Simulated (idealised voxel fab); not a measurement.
This is a process module. Its name is voxel transistor to metal.
It is cross-section cut that appears here, measuring 285 nm in width, its square cells being 5 nm in size.
A cross-section in this document is a grid of square cells, and it is written down as bands, the top band listed before the ones below it; a band is made up of one or more rows of cells.
Each band's line starts with the height of the band's top and of its bottom, in nm. Then come its materials from left to right, each with its width in nm. One material with "throughout" fills the band from edge to edge. "air" is empty space.
Heights from 0 (as-received wafer is one material below). Bottom band endless downward, as "0 -> down".
With a width like "30 to 40", each row of cells in the band differs from the next by the same amount, the top row carrying the first number and the bottom row the second.
"no alterations made" -> step changed no cross-section cell.
Reported under the label "Enclosed void listing" are the empty spaces having no open way to the top and comprising 8 cells or more; the notation for each is width x height at distance, in which the distance is measured from the left edge and all three values are in nm.
That trailing text on a step's line, after the settings, is the simulator's own remark on the step.
"overlay nm", when on a step's line for a step with a mask, measures how far to the right of its planned place the mask lay; a negative measure means to the left.

### Process steps foreseen in the plan
- 1: RECEIVE with material Si
- 2: OXIDIZE with depth nm 5
- 3: CONFORMAL_DEP with material SiN, thk nm 10
- 4: DIRECTIONAL_DEP with material aC, thk nm 10
- 5: PATTERN with tone cover, mask id ACTIVE, material resist, width nm 115, pitch nm 135, thk nm 30, overlay nm 0
- 6: DIRECTIONAL_ETCH with etch materials aC, depth nm 10
- 7: STRIP with etch materials resist
- 8: DIRECTIONAL_ETCH with etch materials SiN, depth nm 10
- 9: DIRECTIONAL_ETCH with etch materials SiO2, depth nm 5
- 10: DIRECTIONAL_ETCH with etch materials Si, depth nm 35
- 11: STRIP with etch materials aC
- 12: OXIDIZE with depth nm 5
- 13: FILL_DEP with material SiO2, thk nm 10
- 14: CMP with height nm 10
- 15: SELECTIVE_ETCH with etch materials SiO2, depth nm 5
- 16: STRIP with etch materials SiN
- 17: SELECTIVE_ETCH with etch materials SiO2, depth nm 5
- 18: OXIDIZE with depth nm 5
- 19: DIRECTIONAL_DEP with material polySi, thk nm 20
- 20: DIRECTIONAL_DEP with material SiCN, thk nm 10
- 21: MASKED_ETCH with tone cover, mask id GATE, width nm 35, pitch nm 135, etch materials SiCN, depth nm 20, overlay nm 0
- 22: MASKED_ETCH with tone cover, mask id GATE, width nm 35, pitch nm 135, etch materials polySi, depth nm 30, overlay nm 0
- 23: CONFORMAL_DEP with material SiN, thk nm 10
- 24: DIRECTIONAL_ETCH with etch materials SiN, depth nm 10
- 25: DIRECTIONAL_ETCH with etch materials SiO2, depth nm 5
- 26: EPI with material SiGe, thk nm 5
- 27: FILL_DEP with material SiO2, thk nm 5
- 28: CMP with height nm 15
- 29: STRIP with etch materials polySi
- 30: SELECTIVE_ETCH with etch materials SiO2, depth nm 5
- 31: CONFORMAL_DEP with material HfO2, thk nm 5
- 32: CONFORMAL_DEP with material TiN, thk nm 5
- 33: FILL_DEP with material W, thk nm 5
- 34: CMP with height nm 10
- 35: DIRECTIONAL_DEP with material SiO2, thk nm 10
- 36: DIRECTIONAL_DEP with material aC, thk nm 15
- 37: PATTERN with tone open, mask id CONTACT, material resist, width nm 15, thk nm 30, overlay nm 0
- 38: DIRECTIONAL_ETCH with etch materials aC, depth nm 15
- 39: STRIP with etch materials resist
- 40: DIRECTIONAL_ETCH with etch materials SiO2, depth nm 25
- 41: STRIP with etch materials aC
- 42: CONFORMAL_DEP with material TiN, thk nm 5
- 43: FILL_DEP with material W, thk nm 10
- 44: CMP with height nm 20
- 45: CONFORMAL_DEP with material SiN, thk nm 5
- 46: DIRECTIONAL_DEP with material lowk, thk nm 20
- 47: PATTERN with tone open, mask id METAL_1, material resist, width nm 15, thk nm 15, overlay nm 0
- 48: DIRECTIONAL_ETCH with etch materials lowk, depth nm 20
- 49: DIRECTIONAL_ETCH with etch materials SiN, depth nm 5
- 50: STRIP with etch materials resist
- 51: CONFORMAL_DEP with material TiN, thk nm 5
- 52: FILL_DEP with material Cu, thk nm 5
- 53: CMP with height nm 45
- 54: EPI with material Ru, thk nm 5
- 55: FILL_DEP with material SiCN, thk nm 5

### Cross-sectional view of the wafer in its as-received condition, corresponding to the state after step 1
- 0 -> down | Si throughout
- Enclosed void listing: none

### Module complete - cross-section of the first of two wafers, run according to plan
- 55 -> 50 | SiCN throughout
- 50 -> 45 | SiCN 20 | Ru 25 | SiCN 55 | Ru 25 | SiCN 30 | Ru 25 | SiCN 55 | Ru 25 | SiCN 25
- 45 -> 25 | lowk 25 | TiN 5 | Cu 5 | TiN 5 | lowk 65 | TiN 5 | Cu 5 | TiN 5 | lowk 40 | TiN 5 | Cu 5 | TiN 5 | lowk 65 | TiN 5 | Cu 5 | TiN 5 | lowk 30
- 25 -> 20 | SiN 25 | TiN 15 | SiN 65 | TiN 15 | SiN 40 | TiN 15 | SiN 65 | TiN 15 | SiN 30
- 20 -> 10 | SiO2 25 | TiN 5 | W 5 | TiN 5 | SiO2 65 | TiN 5 | W 5 | TiN 5 | SiO2 40 | TiN 5 | W 5 | TiN 5 | SiO2 65 | TiN 5 | W 5 | TiN 5 | SiO2 30
- 10 -> 0 | SiO2 25 | TiN 5 | W 5 | TiN 5 | SiO2 5 | SiN 10 | HfO2 5 | TiN 5 | W 15 | TiN 5 | HfO2 5 | SiN 10 | SiO2 5 | TiN 5 | W 5 | TiN 5 | SiO2 40 | TiN 5 | W 5 | TiN 5 | SiO2 5 | SiN 10 | HfO2 5 | TiN 5 | W 15 | TiN 5 | HfO2 5 | SiN 10 | SiO2 5 | TiN 5 | W 5 | TiN 5 | SiO2 30
- 0 -> -5 | SiO2 10 | SiN 10 | SiO2 5 | TiN 15 | SiO2 5 | SiN 10 | HfO2 5 | TiN 25 | HfO2 5 | SiN 10 | SiO2 5 | TiN 15 | SiO2 5 | SiN 10 | SiO2 10 | SiN 10 | SiO2 5 | TiN 15 | SiO2 5 | SiN 10 | HfO2 5 | TiN 25 | HfO2 5 | SiN 10 | SiO2 5 | TiN 15 | SiO2 5 | SiN 10 | SiO2 15
- -5 -> -10 | SiO2 20 | SiGe 25 | SiO2 5 | HfO2 45 | SiO2 5 | SiGe 25 | SiO2 30 | SiGe 25 | SiO2 5 | HfO2 45 | SiO2 5 | SiGe 25 | SiO2 25
- -10 -> -45 | SiO2 20 | Si 105 | SiO2 30 | Si 105 | SiO2 25
- -45 -> down | Si throughout
- Enclosed void listing: none

### Cross-section, wafer two of two, end of module: same start and plan as wafer one, one error in execution
- 55 -> 50 | SiCN throughout
- 50 -> 45 | SiCN 20 | Ru 25 | SiCN 55 | Ru 25 | SiCN 30 | Ru 25 | SiCN 55 | Ru 25 | SiCN 25
- 45 -> 25 | lowk 25 | TiN 5 | Cu 5 | TiN 5 | lowk 65 | TiN 5 | Cu 5 | TiN 5 | lowk 40 | TiN 5 | Cu 5 | TiN 5 | lowk 65 | TiN 5 | Cu 5 | TiN 5 | lowk 30
- 25 -> 20 | SiN 25 | TiN 15 | SiN 65 | TiN 15 | SiN 40 | TiN 15 | SiN 65 | TiN 15 | SiN 30
- 20 -> 15 | SiO2 15 | TiN 5 | W 5 | TiN 5 | SiO2 65 | TiN 5 | W 5 | TiN 5 | SiO2 40 | TiN 5 | W 5 | TiN 5 | SiO2 65 | TiN 5 | W 5 | TiN 5 | SiO2 40
- 15 -> 10 | SiO2 15 | TiN 5 | W 5 | TiN 5 | SiO2 65 | TiN 15 | SiO2 40 | TiN 5 | W 5 | TiN 5 | SiO2 65 | TiN 15 | SiO2 40
- 10 -> 5 | SiO2 15 | TiN 5 | W 5 | TiN 5 | SiO2 15 | SiN 10 | HfO2 5 | TiN 5 | W 15 | TiN 5 | HfO2 5 | SiN 10 | TiN 10 | SiO2 40 | TiN 5 | W 5 | TiN 5 | SiO2 15 | SiN 10 | HfO2 5 | TiN 5 | W 15 | TiN 5 | HfO2 5 | SiN 10 | TiN 10 | SiO2 40
- 5 -> 0 | SiO2 15 | TiN 15 | SiO2 15 | SiN 10 | HfO2 5 | TiN 5 | W 15 | TiN 5 | HfO2 5 | SiN 10 | TiN 10 | SiO2 40 | TiN 15 | SiO2 15 | SiN 10 | HfO2 5 | TiN 5 | W 15 | TiN 5 | HfO2 5 | SiN 10 | TiN 10 | SiO2 40
- 0 -> -5 | SiO2 10 | SiN 10 | TiN 10 | SiO2 15 | SiN 10 | HfO2 5 | TiN 25 | HfO2 5 | SiN 10 | TiN 10 | SiO2 15 | SiN 10 | SiO2 10 | SiN 10 | TiN 10 | SiO2 15 | SiN 10 | HfO2 5 | TiN 25 | HfO2 5 | SiN 10 | TiN 10 | SiO2 15 | SiN 10 | SiO2 15
- -5 -> -10 | SiO2 20 | SiGe 25 | SiO2 5 | HfO2 45 | SiO2 5 | SiGe 25 | SiO2 30 | SiGe 25 | SiO2 5 | HfO2 45 | SiO2 5 | SiGe 25 | SiO2 25
- -10 -> -45 | SiO2 20 | Si 105 | SiO2 30 | Si 105 | SiO2 25
- -45 -> down | Si throughout
- Enclosed void listing: none
Want to know what went wrong? in deviation from the planned setting, step 37 was conducted as PATTERN with tone open, mask id CONTACT, material resist, width nm 15, thk nm 30, overlay nm -10
Final wafer comparison in cells, second versus first, more or fewer per material: SiO2 +8; W -8
